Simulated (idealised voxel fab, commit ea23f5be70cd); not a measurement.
Module name: voxel transistor to metal (process module)
Section shown: cut. Width: 165 nm. Cell size: 5 nm, square.
How to read a cross-section here: the picture is a grid of square cells, written as bands going from the top down, and any band can span one or more rows of cells.
Each band's line starts with the height of the band's top and of its bottom, in nm. Then come its materials from left to right, each with its width in nm. One material with "full width" fills the band from edge to edge. "air" is empty space.
Zero point of the height axis is 0; under it, received wafer = one material. Lowest band: continues down indefinitely, "z 0 and below".
The two numbers in a width such as "30->40" mark its ends across the band: the first belongs to the top row of cells, the second to the bottom row, and from each row to the next the width moves by the same amount.
Take "no alteration" at face value: in the step it is given for, the cross-section changed in none of its cells.
If an empty space has no open way to the top and is at least 8 cells in size, "Voids, fully enclosed" lists it, written width x height at distance, where distance is measured from the left edge and every value is in nm.
What comes after the settings on a step's line is commentary from the simulator itself on that step.
"overlay nm" on a masked step: distance the mask lay right of its planned place, negative for left.
These are the steps we planned for the process:
1. RECEIVE (material Si)
2. CONFORMAL_DEP (material SiO2; thk nm 5)
3. CONFORMAL_DEP (material SiN; thk nm 15)
4. PATTERN (tone cover; mask id ACTIVE; material resist; width nm 95; thk nm 15; overlay nm 0)
5. DIRECTIONAL_ETCH (etch materials SiN; depth nm 15)
6. DIRECTIONAL_ETCH (etch materials SiO2; depth nm 5)
7. DIRECTIONAL_ETCH (etch materials Si; depth nm 35)
8. STRIP (etch materials resist)
9. FILL_DEP (material SiO2; thk nm 15)
10. CMP (height nm 20)
11. SELECTIVE_ETCH (etch materials SiO2; depth nm 10)
12. STRIP (etch materials SiN)
13. SELECTIVE_ETCH (etch materials SiO2; depth nm 5)
14. OXIDIZE (depth nm 5)
15. DIRECTIONAL_DEP (material polySi; thk nm 25)
16. DIRECTIONAL_DEP (material SiCN; thk nm 10)
17. DIRECTIONAL_DEP (material aC; thk nm 15)
18. PATTERN (tone cover; mask id GATE; material resist; width nm 15; thk nm 30; overlay nm 0)
19. DIRECTIONAL_ETCH (etch materials aC; depth nm 15)
20. STRIP (etch materials resist)
21. DIRECTIONAL_ETCH (etch materials SiCN; depth nm 20)
22. DIRECTIONAL_ETCH (etch materials polySi; depth nm 35)
23. STRIP (etch materials aC)
24. CONFORMAL_DEP (material SiN; thk nm 10)
25. DIRECTIONAL_ETCH (etch materials SiN; depth nm 10)
26. DIRECTIONAL_ETCH (etch materials SiO2; depth nm 5)
27. DIRECTIONAL_ETCH (etch materials Si; depth nm 15)
28. EPI (material pSi; thk nm 20)
29. FILL_DEP (material SiO2; thk nm 5)
30. CMP (height nm 35)
31. DIRECTIONAL_DEP (material SiO2; thk nm 15)
32. PATTERN (tone open; mask id CONTACT; material resist; width nm 30; pitch nm 55; thk nm 15; overlay nm 0)
33. DIRECTIONAL_ETCH (etch materials SiO2; depth nm 35)
34. STRIP (etch materials resist)
35. CONFORMAL_DEP (material TiN; thk nm 5)
36. FILL_DEP (material W; thk nm 10)
37. CMP (height nm 50)
38. CONFORMAL_DEP (material SiCN; thk nm 5)
39. DIRECTIONAL_DEP (material SiO2; thk nm 25)
40. DIRECTIONAL_DEP (material aC; thk nm 10)
41. PATTERN (tone open; mask id METAL_1; material resist; width nm 20; pitch nm 65; thk nm 25; overlay nm 0)
42. DIRECTIONAL_ETCH (etch materials aC; depth nm 10)
43. STRIP (etch materials resist)
44. DIRECTIONAL_ETCH (etch materials SiO2; depth nm 25)
45. DIRECTIONAL_ETCH (etch materials SiCN; depth nm 5)
46. STRIP (etch materials aC)
47. CONFORMAL_DEP (material TiN; thk nm 5)
48. FILL_DEP (material Cu; thk nm 5)
49. CMP (height nm 80)
50. CONFORMAL_DEP (material SiCN; thk nm 5)
51. DIRECTIONAL_DEP (material SiO2; thk nm 30)
52. DIRECTIONAL_DEP (material aC; thk nm 15)
53. PATTERN (tone open; mask id METAL_2; material resist; width nm 20; pitch nm 65; thk nm 35; overlay nm 0)
54. DIRECTIONAL_ETCH (etch materials aC; depth nm 15)
55. STRIP (etch materials resist)
56. DIRECTIONAL_ETCH (etch materials SiO2; depth nm 15)
57. STRIP (etch materials aC)
58. MASKED_ETCH (tone open; mask id METAL_2_HOLES; width nm 15; pitch nm 65; etch materials SiO2; depth nm 15; overlay nm 0)
59. MASKED_ETCH (tone open; mask id METAL_2_HOLES; width nm 15; pitch nm 65; etch materials SiCN; depth nm 5; overlay nm 0)
60. CONFORMAL_DEP (material TiN; thk nm 5)
61. FILL_DEP (material Cu; thk nm 5)
62. CMP (height nm 115)
63. CONFORMAL_DEP (material SiN; thk nm 5)
Shown in cross-section is the wafer as received, that is, as it stands after step 1:
z 0 and below | Si full width
Voids, fully enclosed: none
Cross-section taken at module completion on the first of two wafers; processed per the plan:
z 120 to 115 | SiN full width
z 115 to 105 | SiO2=40  TiN=5  Cu=10  TiN=5  SiO2=45  TiN=5  Cu=10  TiN=5  SiO2=40
z 105 to 100 | SiO2=40  TiN=5  Cu=5  TiN=10  SiO2=45  TiN=5  Cu=5  TiN=10  SiO2=40
z 100 to 85 | SiO2=40  TiN=5  Cu=5  TiN=5  SiO2=50  TiN=5  Cu=5  TiN=5  SiO2=45
z 85 to 80 | SiCN=40  TiN=15  SiCN=50  TiN=15  SiCN=45
z 80 to 55 | SiO2=40  TiN=5  Cu=10  TiN=5  SiO2=45  TiN=5  Cu=10  TiN=5  SiO2=40
z 55 to 50 | SiCN=40  TiN=20  SiCN=45  TiN=20  SiCN=40
z 50 to 40 | SiO2=40  TiN=5  W=20  TiN=5  SiO2=25  TiN=5  W=20  TiN=5  SiO2=40
z 40 to 35 | SiO2=40  TiN=5  W=15  TiN=10  SiO2=25  TiN=10  W=15  TiN=5  SiO2=40
z 35 to 25 | SiO2=40  TiN=5  W=15  TiN=5  SiN=10  SiCN=15  SiN=10  TiN=5  W=15  TiN=5  SiO2=40
z 25 to 20 | SiO2=40  TiN=5  W=15  TiN=5  SiN=10  polySi=15  SiN=10  TiN=5  W=15  TiN=5  SiO2=40
z 20 to 15 | SiO2=40  TiN=25  SiN=10  polySi=15  SiN=10  TiN=25  SiO2=40
z 15 to 5 | SiO2=30  pSi=35  SiN=10  polySi=15  SiN=10  pSi=35  SiO2=30
z 5 to 0 | SiO2=30  SiN=10  pSi=25  SiN=10  polySi=15  SiN=10  pSi=25  SiN=10  SiO2=30
z 0 to -5 | SiO2=40  pSi=25  SiO2=35  pSi=25  SiO2=40
z -5 to -20 | SiO2=35  Si=5  pSi=25  Si=35  pSi=25  Si=5  SiO2=35
z -20 to -35 | SiO2=35  Si=95  SiO2=35
z -35 and below | Si full width
Voids, fully enclosed: none
Second wafer at the end: like start, like plan, one mistake:
z 120 to 115 | SiN full width
z 115 to 105 | SiO2=40  TiN=5  Cu=10  TiN=5  SiO2=45  TiN=5  Cu=10  TiN=5  SiO2=40
z 105 to 100 | SiO2=40  TiN=5  Cu=5  TiN=10  SiO2=45  TiN=5  Cu=5  TiN=10  SiO2=40
z 100 to 85 | SiO2=40  TiN=5  Cu=5  TiN=5  SiO2=50  TiN=5  Cu=5  TiN=5  SiO2=45
z 85 to 80 | SiCN=40  TiN=15  SiCN=50  TiN=15  SiCN=45
z 80 to 55 | SiO2=40  TiN=5  Cu=10  TiN=5  SiO2=45  TiN=5  Cu=10  TiN=5  SiO2=40
z 55 to 50 | SiCN=40  TiN=20  SiCN=45  TiN=20  SiCN=40
z 50 to 40 | SiO2=40  TiN=5  W=20  TiN=5  SiO2=25  TiN=5  W=20  TiN=5  SiO2=40
z 40 to 35 | SiO2=40  TiN=30  SiO2=25  TiN=30  SiO2=40
z 35 to 30 | SiCN=75  SiN=15  SiCN=75
z 30 to 25 | polySi=30  SiCN=45  SiN=15  SiCN=45  polySi=30
z 25 to 5 | polySi=75  SiN=15  polySi=75
z 5 to 0 | SiO2=30  polySi=45  SiN=15  polySi=45  SiO2=30
z 0 to -5 | SiO2 full width
z -5 to -35 | SiO2=35  Si=95  SiO2=35
z -35 and below | Si full width
Voids, fully enclosed: none
Run error: step 18 ran with different settings than intended, the actual operation and settings being PATTERN (tone open; mask id GATE; material resist; width nm 15; thk nm 30; overlay nm 0)
Cell-count delta at end, second wafer over first, by material: Si: 30 more | SiCN: 42 more | SiN: 11 fewer | SiO2: 78 fewer | TiN: 16 fewer | W: 24 fewer | pSi: 78 fewer | polySi: 135 more
